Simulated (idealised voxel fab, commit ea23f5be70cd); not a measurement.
This is a process module. Its name is voxel self aligned contacts.
We display cut, a cross-section 160 nm in width whose square cells are each 5 nm.
Format of a cross-section: grid, square cells. Given as bands. Order: top down. Band: one or more rows of cells.
The entry gives the band's vertical extent as a top height and a bottom height in nm, then its horizontal make-up as materials from left to right, each with a width in nm. "blank" stands for empty space; a single material marked "everywhere" fills the band edge to edge.
Heads up on the height convention: 0 is the point under which the incoming wafer is all one material, and the lowest band has no bottom, it just keeps going down, like "0 nm and below".
Read "30..40" as a graded width: first number on top, second number at the bottom, same change between each pair of neighbouring rows.
Take "remained the same" at face value: in the step it is given for, the cross-section changed in none of its cells.
"Unvented voids" specifies each empty space that is not open to the top and that occupies no fewer than 8 cells, using the form width x height at distance, the distance measured from the left edge and all three quantities in nm.
What comes after the settings on a step's line is commentary from the simulator itself on that step.
Steps that use a mask can have "overlay nm" on their line. It says how far the mask sat to the right of where it was meant to be. Negative means to the left.
PLANNED STEP LIST FOR THE PROCESS
1 RECEIVE, material Si
2 OXIDIZE, depth nm 5
3 DIRECTIONAL_DEP, material polySi, thk nm 30
4 DIRECTIONAL_DEP, material SiN, thk nm 25
5 PATTERN, tone cover, mask id GATE, material resist, width nm 35, pitch nm 70, thk nm 20, overlay nm 0
6 DIRECTIONAL_ETCH, etch materials SiN, depth nm 25
7 DIRECTIONAL_ETCH, etch materials polySi, depth nm 30
8 STRIP, etch materials resist
9 CONFORMAL_DEP, material SiN, thk nm 10
10 DIRECTIONAL_ETCH, etch materials SiN, depth nm 10
11 FILL_DEP, material SiO2, thk nm 15
12 CMP, height nm 65
13 DIRECTIONAL_DEP, material aC, thk nm 15
14 PATTERN, tone open, mask id CONTACT, material resist, width nm 45, thk nm 35, overlay nm 0
15 DIRECTIONAL_ETCH, etch materials aC, depth nm 15
16 STRIP, etch materials resist
17 DIRECTIONAL_ETCH, etch materials SiO2, depth nm 70
18 STRIP, etch materials aC
19 CONFORMAL_DEP, material TiN, thk nm 5
20 FILL_DEP, material W, thk nm 10
21 CMP, height nm 65
22 CONFORMAL_DEP, material SiN, thk nm 5
FIRST OF TWO WAFERS, PROCESSED ACCORDING TO PLAN
CROSS-SECTIONAL VIEW OF THE WAFER IN ITS AS-RECEIVED CONDITION, CORRESPONDING TO THE STATE AFTER STEP 1
- 0 nm and below | Si everywhere
- Unvented voids: none
TAKE A LOOK AT THE WAFER'S CROSS-SECTION AFTER STEP 2
- 0 nm to -5 nm | SiO2 everywhere
- Under -5: no change, same as before.
TAKE A LOOK AT THE WAFER'S CROSS-SECTION AFTER STEP 3
- 30 nm to 0 nm | polySi everywhere
- Under 0: no change, same as before.
TAKE A LOOK AT THE WAFER'S CROSS-SECTION AFTER STEP 4
- 55 nm to 30 nm | SiN everywhere
- Under 30: no change, same as before.
TAKE A LOOK AT THE WAFER'S CROSS-SECTION AFTER STEP 5
- 75 nm to 55 nm | blank: 25 / resist: 35 / blank: 35 / resist: 35 / blank: 30
- Under 55: no change, same as before.
TAKE A LOOK AT THE WAFER'S CROSS-SECTION AFTER STEP 6
- 75 nm to 55 nm | blank: 25 / resist: 35 / blank: 35 / resist: 35 / blank: 30
- 55 nm to 30 nm | blank: 25 / SiN: 35 / blank: 35 / SiN: 35 / blank: 30
- Under 30: no change, same as before.
TAKE A LOOK AT THE WAFER'S CROSS-SECTION AFTER STEP 7
- 75 nm to 55 nm | blank: 25 / resist: 35 / blank: 35 / resist: 35 / blank: 30
- 55 nm to 30 nm | blank: 25 / SiN: 35 / blank: 35 / SiN: 35 / blank: 30
- 30 nm to 0 nm | blank: 25 / polySi: 35 / blank: 35 / polySi: 35 / blank: 30
- Under 0: no change, same as before.
TAKE A LOOK AT THE WAFER'S CROSS-SECTION AFTER STEP 8
- 55 nm to 30 nm | blank: 25 / SiN: 35 / blank: 35 / SiN: 35 / blank: 30
- Under 30: no change, same as before.
TAKE A LOOK AT THE WAFER'S CROSS-SECTION AFTER STEP 9
- 65 nm to 30 nm | blank: 15 / SiN: 55 / blank: 15 / SiN: 55 / blank: 20
- 30 nm to 10 nm | blank: 15 / SiN: 10 / polySi: 35 / SiN: 10 / blank: 15 / SiN: 10 / polySi: 35 / SiN: 10 / blank: 20
- 10 nm to 0 nm | SiN: 25 / polySi: 35 / SiN: 35 / polySi: 35 / SiN: 30
- Under 0: no change, same as before.
TAKE A LOOK AT THE WAFER'S CROSS-SECTION AFTER STEP 10
- 55 nm to 30 nm | blank: 15 / SiN: 55 / blank: 15 / SiN: 55 / blank: 20
- 30 nm to 0 nm | blank: 15 / SiN: 10 / polySi: 35 / SiN: 10 / blank: 15 / SiN: 10 / polySi: 35 / SiN: 10 / blank: 20
- Under 0: no change, same as before.
TAKE A LOOK AT THE WAFER'S CROSS-SECTION AFTER STEP 11
- 70 nm to 55 nm | SiO2 everywhere
- 55 nm to 30 nm | SiO2: 15 / SiN: 55 / SiO2: 15 / SiN: 55 / SiO2: 20
- 30 nm to 0 nm | SiO2: 15 / SiN: 10 / polySi: 35 / SiN: 10 / SiO2: 15 / SiN: 10 / polySi: 35 / SiN: 10 / SiO2: 20
- Under 0: no change, same as before.
TAKE A LOOK AT THE WAFER'S CROSS-SECTION AFTER STEP 12
- 65 nm to 55 nm | SiO2 everywhere
- Under 55: no change, same as before.
TAKE A LOOK AT THE WAFER'S CROSS-SECTION AFTER STEP 13
- 80 nm to 65 nm | aC everywhere
- Under 65: no change, same as before.
TAKE A LOOK AT THE WAFER'S CROSS-SECTION AFTER STEP 14
- 115 nm to 80 nm | resist: 55 / blank: 45 / resist: 60
- Under 80: no change, same as before.
TAKE A LOOK AT THE WAFER'S CROSS-SECTION AFTER STEP 15
- 100 nm to 80 nm | resist: 55 / blank: 45 / resist: 60
- 80 nm to 65 nm | aC: 55 / blank: 45 / aC: 60
- Under 65: no change, same as before.
TAKE A LOOK AT THE WAFER'S CROSS-SECTION AFTER STEP 16
- 80 nm to 65 nm | aC: 55 / blank: 45 / aC: 60
- Under 65: no change, same as before.
TAKE A LOOK AT THE WAFER'S CROSS-SECTION AFTER STEP 17
- 80 nm to 65 nm | aC: 55 / blank: 45 / aC: 60
- 65 nm to 55 nm | SiO2: 55 / blank: 45 / SiO2: 60
- 55 nm to 30 nm | SiO2: 15 / SiN: 55 / blank: 15 / SiN: 55 / SiO2: 20
- 30 nm to 0 nm | SiO2: 15 / SiN: 10 / polySi: 35 / SiN: 10 / blank: 15 / SiN: 10 / polySi: 35 / SiN: 10 / SiO2: 20
- 0 nm to -5 nm | SiO2: 70 / blank: 15 / SiO2: 75
- Under -5: no change, same as before.
TAKE A LOOK AT THE WAFER'S CROSS-SECTION AFTER STEP 18
- 65 nm to 55 nm | SiO2: 55 / blank: 45 / SiO2: 60
- Under 55: no change, same as before.
TAKE A LOOK AT THE WAFER'S CROSS-SECTION AFTER STEP 19
- 70 nm to 65 nm | TiN: 60 / blank: 35 / TiN: 65
- 65 nm to 55 nm | SiO2: 55 / TiN: 5..20 / blank: 35..5 / TiN: 5..20 / SiO2: 60
- 55 nm to 30 nm | SiO2: 15 / SiN: 55 / TiN: 5 / blank: 5 / TiN: 5 / SiN: 55 / SiO2: 20
- 30 nm to 0 nm | SiO2: 15 / SiN: 10 / polySi: 35 / SiN: 10 / TiN: 5 / blank: 5 / TiN: 5 / SiN: 10 / polySi: 35 / SiN: 10 / SiO2: 20
- 0 nm to -5 nm | SiO2: 70 / TiN: 15 / SiO2: 75
- Under -5: no change, same as before.
TAKE A LOOK AT THE WAFER'S CROSS-SECTION AFTER STEP 20
- 80 nm to 70 nm | W everywhere
- 70 nm to 65 nm | TiN: 60 / W: 35 / TiN: 65
- 65 nm to 55 nm | SiO2: 55 / TiN: 5..20 / W: 35..5 / TiN: 5..20 / SiO2: 60
- 55 nm to 30 nm | SiO2: 15 / SiN: 55 / TiN: 5 / W: 5 / TiN: 5 / SiN: 55 / SiO2: 20
- 30 nm to 0 nm | SiO2: 15 / SiN: 10 / polySi: 35 / SiN: 10 / TiN: 5 / W: 5 / TiN: 5 / SiN: 10 / polySi: 35 / SiN: 10 / SiO2: 20
- Under 0: no change, same as before.
TAKE A LOOK AT THE WAFER'S CROSS-SECTION AFTER STEP 21
- 65 nm to 55 nm | SiO2: 55 / TiN: 5..20 / W: 35..5 / TiN: 5..20 / SiO2: 60
- Under 55: no change, same as before.
TAKE A LOOK AT THE WAFER'S CROSS-SECTION AFTER STEP 22
- 70 nm to 65 nm | SiN everywhere
- Under 65: no change, same as before.
THE SECOND WAFER: COMMON ORIGIN AND PLAN, ONE MISTAKE IN EXECUTION, IDENTICAL TO THE FIRST THROUGH STEP 18
WHAT THE SECOND WAFER LOOKS LIKE IN CROSS-SECTION WHEN STEP 19 SHOULD HAVE WRAPPED UP
- 70 nm to 65 nm | aC: 60 / blank: 35 / aC: 65
- 65 nm to 55 nm | SiO2: 55 / aC: 5..20 / blank: 35..5 / aC: 5..20 / SiO2: 60
- 55 nm to 30 nm | SiO2: 15 / SiN: 55 / aC: 5 / blank: 5 / aC: 5 / SiN: 55 / SiO2: 20
- 30 nm to 0 nm | SiO2: 15 / SiN: 10 / polySi: 35 / SiN: 10 / aC: 5 / blank: 5 / aC: 5 / SiN: 10 / polySi: 35 / SiN: 10 / SiO2: 20
- 0 nm to -5 nm | SiO2: 70 / aC: 15 / SiO2: 75
- Under -5: no change, same as before.
WHAT THE SECOND WAFER LOOKS LIKE IN CROSS-SECTION WHEN STEP 20 SHOULD HAVE WRAPPED UP
- 80 nm to 70 nm | W everywhere
- 70 nm to 65 nm | aC: 60 / W: 35 / aC: 65
- 65 nm to 55 nm | SiO2: 55 / aC: 5..20 / W: 35..5 / aC: 5..20 / SiO2: 60
- 55 nm to 30 nm | SiO2: 15 / SiN: 55 / aC: 5 / W: 5 / aC: 5 / SiN: 55 / SiO2: 20
- 30 nm to 0 nm | SiO2: 15 / SiN: 10 / polySi: 35 / SiN: 10 / aC: 5 / W: 5 / aC: 5 / SiN: 10 / polySi: 35 / SiN: 10 / SiO2: 20
- Under 0: no change, same as before.
WHAT THE SECOND WAFER LOOKS LIKE IN CROSS-SECTION WHEN STEP 21 SHOULD HAVE WRAPPED UP
- 65 nm to 55 nm | SiO2: 55 / aC: 5..20 / W: 35..5 / aC: 5..20 / SiO2: 60
- Under 55: no change, same as before.
WHAT THE SECOND WAFER LOOKS LIKE IN CROSS-SECTION WHEN STEP 22 SHOULD HAVE WRAPPED UP
- 70 nm to 65 nm | SiN everywhere
- Under 65: no change, same as before.
Want to know what went wrong? the process deviated at step 19: the operation and settings actually run there were CONFORMAL_DEP, material aC, thk nm 5
Final tally in cells, some materials are higher or lower on the second wafer than on the first: TiN -35 | aC +35
